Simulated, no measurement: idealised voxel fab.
process module | voxel ribs on slabs
Pictured: cross-section cut, 240 nm wide, on a grid of 5 nm square cells.
How to read a cross-section here: the picture is a grid of square cells, written as bands going from the top down, and any band can span one or more rows of cells.
A band entry consists of two parts. The first gives the height of the band's top and the height of its bottom, in nm. The rest lists the band's materials from left to right, each with its width in nm. A single material labelled with the word "throughout" fills the band from edge to edge, and the word "blank" marks empty space.
A quick word on heights: they are counted from 0, and under that level the wafer as it came to us is one material throughout. The lowest band is different from the rest in having no bottom; it simply continues downward, written as in "z 0 and below".
Per-row width for "30..40": begins at first number (top row of band), ends at second number (bottom row), increment between rows held constant.
When a step is marked "no modifications", none of the cells in the cross-section changed during that step.
The entry "Fully closed voids" lists the empty spaces that cover at least 8 cells and have no open path to the top. Each is written as width x height at distance, where the distance is measured from the left edge and all three values are in nm.
Where a step's line continues beyond its settings, the continuation is a remark by the simulator itself on that step.
"overlay nm" answers the question of how far to the right of plan the mask lay on a step that has a mask, and when it is negative the answer is to the left.

INTENDED PROCESS STEPS
step 1: op RECEIVE | material Si
step 2: op DIRECTIONAL_DEP | material SiO2 | thk nm 30
step 3: op DIRECTIONAL_DEP | material SiN | thk nm 25
step 4: op MASKED_ETCH | tone cover | mask id RIB | width nm 30 | etch materials SiN | depth nm 20 | overlay nm 0
step 5: op PATTERN | tone cover | mask id SLAB | material resist | width nm 80 | thk nm 20 | overlay nm 0
step 6: op DIRECTIONAL_ETCH | etch materials SiN | depth nm 5
step 7: op STRIP | etch materials resist
step 8: op FILL_DEP | material SiO2 | thk nm 20
step 9: op CMP | height nm 65
step 10: op DIRECTIONAL_DEP | material TiN | thk nm 5
step 11: op MASKED_ETCH | tone cover | mask id HEATER | width nm 40 | etch materials TiN | depth nm 5 | overlay nm 0
step 12: op CONFORMAL_DEP | material SiO2 | thk nm 10

FIRST WAFER OF TWO (RUN AS PLANNED)

INCOMING WAFER, CROSS-SECTIONAL VIEW, POST STEP 1
	z 0 and below  Si throughout
	Fully closed voids: none

STEP 2 COMPLETE: CROSS-SECTION THROUGH THE WAFER
	z 30 to 0  SiO2 throughout
	Lower than 0, everything is as it was.

STEP 3 COMPLETE: CROSS-SECTION THROUGH THE WAFER
	z 55 to 30  SiN throughout
	Lower than 30, everything is as it was.

STEP 4 COMPLETE: CROSS-SECTION THROUGH THE WAFER
	z 55 to 35  105 of blank  30 of SiN  105 of blank
	Lower than 35, everything is as it was.

STEP 5 COMPLETE: CROSS-SECTION THROUGH THE WAFER
	z 75 to 55  80 of blank  80 of resist  80 of blank
	z 55 to 35  80 of blank  25 of resist  30 of SiN  25 of resist  80 of blank
	Lower than 35, everything is as it was.

STEP 6 COMPLETE: CROSS-SECTION THROUGH THE WAFER
	z 75 to 55  80 of blank  80 of resist  80 of blank
	z 55 to 35  80 of blank  25 of resist  30 of SiN  25 of resist  80 of blank
	z 35 to 30  80 of blank  80 of SiN  80 of blank
	Lower than 30, everything is as it was.

STEP 7 COMPLETE: CROSS-SECTION THROUGH THE WAFER
	z 55 to 35  105 of blank  30 of SiN  105 of blank
	Lower than 35, everything is as it was.

STEP 8 COMPLETE: CROSS-SECTION THROUGH THE WAFER
	z 75 to 55  SiO2 throughout
	z 55 to 35  105 of SiO2  30 of SiN  105 of SiO2
	z 35 to 30  80 of SiO2  80 of SiN  80 of SiO2
	Lower than 30, everything is as it was.

STEP 9 COMPLETE: CROSS-SECTION THROUGH THE WAFER
	z 65 to 55  SiO2 throughout
	Lower than 55, everything is as it was.

STEP 10 COMPLETE: CROSS-SECTION THROUGH THE WAFER
	z 70 to 65  TiN throughout
	Lower than 65, everything is as it was.

STEP 11 COMPLETE: CROSS-SECTION THROUGH THE WAFER
	z 70 to 65  100 of blank  40 of TiN  100 of blank
	Lower than 65, everything is as it was.

STEP 12 COMPLETE: CROSS-SECTION THROUGH THE WAFER
	z 80 to 75  90 of blank  60 of SiO2  90 of blank
	z 75 to 70  SiO2 throughout
	z 70 to 65  100 of SiO2  40 of TiN  100 of SiO2
	Lower than 65, everything is as it was.

WAFER TWO OF TWO - SAME STARTING POINT, SAME PROCESS PLAN, ONE MISTAKE IN EXECUTION; MATCHES WAFER ONE UP TO AND INCLUDING STEP 1

CROSS-SECTIONAL VIEW OF THE SECOND WAFER AT THE INTENDED END TIME OF PROCESS STEP 2
	z 30 to 0  TiN throughout
	Lower than 0, everything is as it was.

CROSS-SECTIONAL VIEW OF THE SECOND WAFER AT THE INTENDED END TIME OF PROCESS STEP 3
	z 55 to 30  SiN throughout
	Lower than 30, everything is as it was.

CROSS-SECTIONAL VIEW OF THE SECOND WAFER AT THE INTENDED END TIME OF PROCESS STEP 4
	z 55 to 35  105 of blank  30 of SiN  105 of blank
	Lower than 35, everything is as it was.

CROSS-SECTIONAL VIEW OF THE SECOND WAFER AT THE INTENDED END TIME OF PROCESS STEP 5
	z 75 to 55  80 of blank  80 of resist  80 of blank
	z 55 to 35  80 of blank  25 of resist  30 of SiN  25 of resist  80 of blank
	Lower than 35, everything is as it was.

CROSS-SECTIONAL VIEW OF THE SECOND WAFER AT THE INTENDED END TIME OF PROCESS STEP 6
	z 75 to 55  80 of blank  80 of resist  80 of blank
	z 55 to 35  80 of blank  25 of resist  30 of SiN  25 of resist  80 of blank
	z 35 to 30  80 of blank  80 of SiN  80 of blank
	Lower than 30, everything is as it was.

CROSS-SECTIONAL VIEW OF THE SECOND WAFER AT THE INTENDED END TIME OF PROCESS STEP 7
	z 55 to 35  105 of blank  30 of SiN  105 of blank
	Lower than 35, everything is as it was.

CROSS-SECTIONAL VIEW OF THE SECOND WAFER AT THE INTENDED END TIME OF PROCESS STEP 8
	z 75 to 55  SiO2 throughout
	z 55 to 35  105 of SiO2  30 of SiN  105 of SiO2
	z 35 to 30  80 of SiO2  80 of SiN  80 of SiO2
	Lower than 30, everything is as it was.

CROSS-SECTIONAL VIEW OF THE SECOND WAFER AT THE INTENDED END TIME OF PROCESS STEP 9
	z 65 to 55  SiO2 throughout
	Lower than 55, everything is as it was.

CROSS-SECTIONAL VIEW OF THE SECOND WAFER AT THE INTENDED END TIME OF PROCESS STEP 10
	z 70 to 65  TiN throughout
	Lower than 65, everything is as it was.

CROSS-SECTIONAL VIEW OF THE SECOND WAFER AT THE INTENDED END TIME OF PROCESS STEP 11
	z 70 to 65  100 of blank  40 of TiN  100 of blank
	Lower than 65, everything is as it was.

CROSS-SECTIONAL VIEW OF THE SECOND WAFER AT THE INTENDED END TIME OF PROCESS STEP 12
	z 80 to 75  90 of blank  60 of SiO2  90 of blank
	z 75 to 70  SiO2 throughout
	z 70 to 65  100 of SiO2  40 of TiN  100 of SiO2
	Lower than 65, everything is as it was.
In executing the process, a mistake was made relative to the plan: contrary to plan, step 2 was performed as op DIRECTIONAL_DEP | material TiN | thk nm 30
Final cells, second wafer relative to first, materials higher or lower: SiO2: 288 fewer | TiN: 288 more
